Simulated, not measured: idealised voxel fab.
process module | voxel capacitor over wiring
cross-section cut | 170 nm wide | cells 5 nm
A cross-section is a grid of square cells, given in bands from the top down. A band is one or more rows of cells.
Each band's line starts with the height of the band's top and of its bottom, in nm. Then come its materials from left to right, each with its width in nm. One material with "throughout" fills the band from edge to edge. "air" is empty space.
Height 0 is the level under which the wafer as received is all one material. The lowest band goes on downwards, as in "0 down".
A width such as "30 to 40" changes by the same amount from each row of cells to the next, from the band's top row to its bottom row.
"no change" after a step means that no cell of the cross-section changed.
closed voids: empty space of 8 cells or more with no open way to the top, each as width x height at its distance from the left edge, in nm
after a step's settings: what the simulator itself notes on the step
overlay nm, on a step with a mask: how far to the right of its planned place the mask lay; to the left if negative
plan
1 op RECEIVE | material Si
2 op CONFORMAL_DEP | material SiO2 | thk nm 15
3 op CONFORMAL_DEP | material SiN | thk nm 5
4 op DIRECTIONAL_DEP | material SiO2 | thk nm 25
5 op DIRECTIONAL_DEP | material aC | thk nm 15
6 op PATTERN | tone open | mask id METAL_1 | material resist | width nm 30 | pitch nm 90 | thk nm 30 | overlay nm 0
7 op DIRECTIONAL_ETCH | etch materials aC | depth nm 15
8 op STRIP | etch materials resist
9 op DIRECTIONAL_ETCH | etch materials SiO2 | depth nm 25
10 op DIRECTIONAL_ETCH | etch materials SiN | depth nm 5
11 op STRIP | etch materials aC
12 op CONFORMAL_DEP | material TiN | thk nm 5
13 op FILL_DEP | material Cu | thk nm 10
14 op CMP | height nm 45
15 op CONFORMAL_DEP | material SiCN | thk nm 5
16 op DIRECTIONAL_DEP | material SiO2 | thk nm 15
17 op PATTERN | tone open | mask id PLUG_1 | material resist | width nm 15 | thk nm 20 | overlay nm 0
18 op DIRECTIONAL_ETCH | etch materials SiO2 | depth nm 15
19 op DIRECTIONAL_ETCH | etch materials SiCN | depth nm 5
20 op STRIP | etch materials resist
21 op CONFORMAL_DEP | material TiN | thk nm 5
22 op FILL_DEP | material W | thk nm 5
23 op CMP | height nm 65
24 op DIRECTIONAL_DEP | material TiN | thk nm 5
25 op DIRECTIONAL_DEP | material SiN | thk nm 5
26 op DIRECTIONAL_DEP | material TiN | thk nm 5
27 op MASKED_ETCH | tone cover | mask id UPPER_PLATE | width nm 65 | etch materials TiN | depth nm 5 | overlay nm 0
28 op MASKED_ETCH | tone cover | mask id UPPER_PLATE | width nm 65 | etch materials SiN | depth nm 5 | overlay nm 0
29 op DIRECTIONAL_DEP | material aC | thk nm 15
30 op PATTERN | tone cover | mask id LOWER_PLATE | material resist | width nm 75 | thk nm 35 | overlay nm 0
31 op DIRECTIONAL_ETCH | etch materials aC | depth nm 15
32 op STRIP | etch materials resist
33 op DIRECTIONAL_ETCH | etch materials TiN | depth nm 5
34 op STRIP | etch materials aC
35 op FILL_DEP | material SiO2 | thk nm 15
36 op CMP | height nm 90
37 op MASKED_ETCH | tone open | mask id PLUG_2 | width nm 15 | etch materials SiO2 | depth nm 10 | overlay nm 0
38 op CONFORMAL_DEP | material TiN | thk nm 5
39 op FILL_DEP | material Cu | thk nm 5
40 op CMP | height nm 90
41 op CONFORMAL_DEP | material SiCN | thk nm 5
first wafer, as planned
as received, after step 1
  0 down: Si throughout
  closed voids: none
after step 2
  15 to 0: SiO2 throughout
  below 0: unchanged
after step 3
  20 to 15: SiN throughout
  below 15: unchanged
after step 4
  45 to 20: SiO2 throughout
  below 20: unchanged
after step 5
  60 to 45: aC throughout
  below 45: unchanged
after step 6
  90 to 60: resist 25 | air 30 | resist 60 | air 30 | resist 25
  below 60: unchanged
after step 7
  75 to 60: resist 25 | air 30 | resist 60 | air 30 | resist 25
  60 to 45: aC 25 | air 30 | aC 60 | air 30 | aC 25
  below 45: unchanged
after step 8
  60 to 45: aC 25 | air 30 | aC 60 | air 30 | aC 25
  below 45: unchanged
after step 9
  60 to 45: aC 25 | air 30 | aC 60 | air 30 | aC 25
  45 to 20: SiO2 25 | air 30 | SiO2 60 | air 30 | SiO2 25
  below 20: unchanged
after step 10
  60 to 45: aC 25 | air 30 | aC 60 | air 30 | aC 25
  45 to 20: SiO2 25 | air 30 | SiO2 60 | air 30 | SiO2 25
  20 to 15: SiN 25 | air 30 | SiN 60 | air 30 | SiN 25
  below 15: unchanged
after step 11
  45 to 20: SiO2 25 | air 30 | SiO2 60 | air 30 | SiO2 25
  below 20: unchanged
after step 12
  50 to 45: TiN 30 | air 20 | TiN 70 | air 20 | TiN 30
  45 to 20: SiO2 25 | TiN 5 | air 20 | TiN 5 | SiO2 60 | TiN 5 | air 20 | TiN 5 | SiO2 25
  20 to 15: SiN 25 | TiN 30 | SiN 60 | TiN 30 | SiN 25
  below 15: unchanged
after step 13
  60 to 50: Cu throughout
  50 to 45: TiN 30 | Cu 20 | TiN 70 | Cu 20 | TiN 30
  45 to 20: SiO2 25 | TiN 5 | Cu 20 | TiN 5 | SiO2 60 | TiN 5 | Cu 20 | TiN 5 | SiO2 25
  below 20: unchanged
after step 14
  45 to 20: SiO2 25 | TiN 5 | Cu 20 | TiN 5 | SiO2 60 | TiN 5 | Cu 20 | TiN 5 | SiO2 25
  below 20: unchanged
after step 15
  50 to 45: SiCN throughout
  below 45: unchanged
after step 16
  65 to 50: SiO2 throughout
  below 50: unchanged
after step 17
  85 to 65: resist 40 | air 15 | resist 115
  below 65: unchanged
after step 18
  85 to 65: resist 40 | air 15 | resist 115
  65 to 50: SiO2 40 | air 15 | SiO2 115
  below 50: unchanged
after step 19
  85 to 65: resist 40 | air 15 | resist 115
  65 to 50: SiO2 40 | air 15 | SiO2 115
  50 to 45: SiCN 40 | air 15 | SiCN 115
  below 45: unchanged
after step 20
  65 to 50: SiO2 40 | air 15 | SiO2 115
  below 50: unchanged
after step 21
  70 to 65: TiN 45 | air 5 | TiN 120
  65 to 50: SiO2 40 | TiN 5 | air 5 | TiN 5 | SiO2 115
  50 to 45: SiCN 40 | TiN 15 | SiCN 115
  below 45: unchanged
after step 22
  75 to 70: W throughout
  70 to 65: TiN 45 | W 5 | TiN 120
  65 to 50: SiO2 40 | TiN 5 | W 5 | TiN 5 | SiO2 115
  below 50: unchanged
after step 23
  65 to 50: SiO2 40 | TiN 5 | W 5 | TiN 5 | SiO2 115
  below 50: unchanged
after step 24
  70 to 65: TiN throughout
  below 65: unchanged
after step 25
  75 to 70: SiN throughout
  below 70: unchanged
after step 26
  80 to 75: TiN throughout
  below 75: unchanged
after step 27
  80 to 75: air 40 | TiN 65 | air 65
  below 75: unchanged
after step 28
  80 to 75: air 40 | TiN 65 | air 65
  75 to 70: air 40 | SiN 65 | air 65
  below 70: unchanged
after step 29
  95 to 85: air 40 | aC 65 | air 65
  85 to 80: aC throughout
  80 to 75: aC 40 | TiN 65 | aC 65
  75 to 70: aC 40 | SiN 65 | aC 65
  below 70: unchanged
after step 30
  130 to 95: air 35 | resist 75 | air 60
  95 to 85: air 35 | resist 5 | aC 65 | resist 5 | air 60
  below 85: unchanged
after step 31
  115 to 95: air 35 | resist 75 | air 60
  95 to 85: air 35 | resist 5 | aC 65 | resist 5 | air 60
  85 to 80: air 35 | aC 75 | air 60
  80 to 75: air 35 | aC 5 | TiN 65 | aC 5 | air 60
  75 to 70: air 35 | aC 5 | SiN 65 | aC 5 | air 60
  below 70: unchanged
after step 32
  95 to 85: air 40 | aC 65 | air 65
  below 85: unchanged
after step 33
  95 to 85: air 40 | aC 65 | air 65
  85 to 80: air 35 | aC 75 | air 60
  80 to 75: air 35 | aC 5 | TiN 65 | aC 5 | air 60
  75 to 70: air 35 | aC 5 | SiN 65 | aC 5 | air 60
  70 to 65: air 35 | TiN 75 | air 60
  below 65: unchanged
after step 34
  80 to 75: air 40 | TiN 65 | air 65
  75 to 70: air 40 | SiN 65 | air 65
  below 70: unchanged
after step 35
  95 to 80: SiO2 throughout
  80 to 75: SiO2 40 | TiN 65 | SiO2 65
  75 to 70: SiO2 40 | SiN 65 | SiO2 65
  70 to 65: SiO2 35 | TiN 75 | SiO2 60
  below 65: unchanged
after step 36
  90 to 80: SiO2 throughout
  below 80: unchanged
after step 37
  90 to 80: SiO2 50 | air 15 | SiO2 105
  below 80: unchanged
after step 38
  95 to 90: TiN 55 | air 5 | TiN 110
  90 to 85: SiO2 50 | TiN 5 | air 5 | TiN 5 | SiO2 105
  85 to 75: SiO2 50 to 40 | TiN 15 to 65 | SiO2 105 to 65
  below 75: unchanged
after step 39
  100 to 95: Cu throughout
  95 to 90: TiN 55 | Cu 5 | TiN 110
  90 to 85: SiO2 50 | TiN 5 | Cu 5 | TiN 5 | SiO2 105
  below 85: unchanged
after step 40
  90 to 85: SiO2 50 | TiN 5 | Cu 5 | TiN 5 | SiO2 105
  below 85: unchanged
after step 41
  95 to 90: SiCN throughout
  below 90: unchanged
second wafer: like start, like plan, one mistake. Through step 36 it matches the first wafer
when step 37 should have ended
  90 to 80: SiO2 60 | air 15 | SiO2 95
  below 80: unchanged
when step 38 should have ended
  95 to 90: TiN 65 | air 5 | TiN 100
  90 to 85: SiO2 60 | TiN 5 | air 5 | TiN 5 | SiO2 95
  85 to 75: SiO2 60 to 40 | TiN 15 to 65 | SiO2 95 to 65
  below 75: unchanged
when step 39 should have ended
  100 to 95: Cu throughout
  95 to 90: TiN 65 | Cu 5 | TiN 100
  90 to 85: SiO2 60 | TiN 5 | Cu 5 | TiN 5 | SiO2 95
  below 85: unchanged
when step 40 should have ended
  90 to 85: SiO2 60 | TiN 5 | Cu 5 | TiN 5 | SiO2 95
  below 85: unchanged
when step 41 should have ended
  95 to 90: SiCN throughout
  below 90: unchanged
what went wrong: step 37 ran as: op MASKED_ETCH | tone open | mask id PLUG_2 | width nm 15 | etch materials SiO2 | depth nm 10 | overlay nm 10
at the end the second wafer has, in cells: as many of each material as the first, in other places
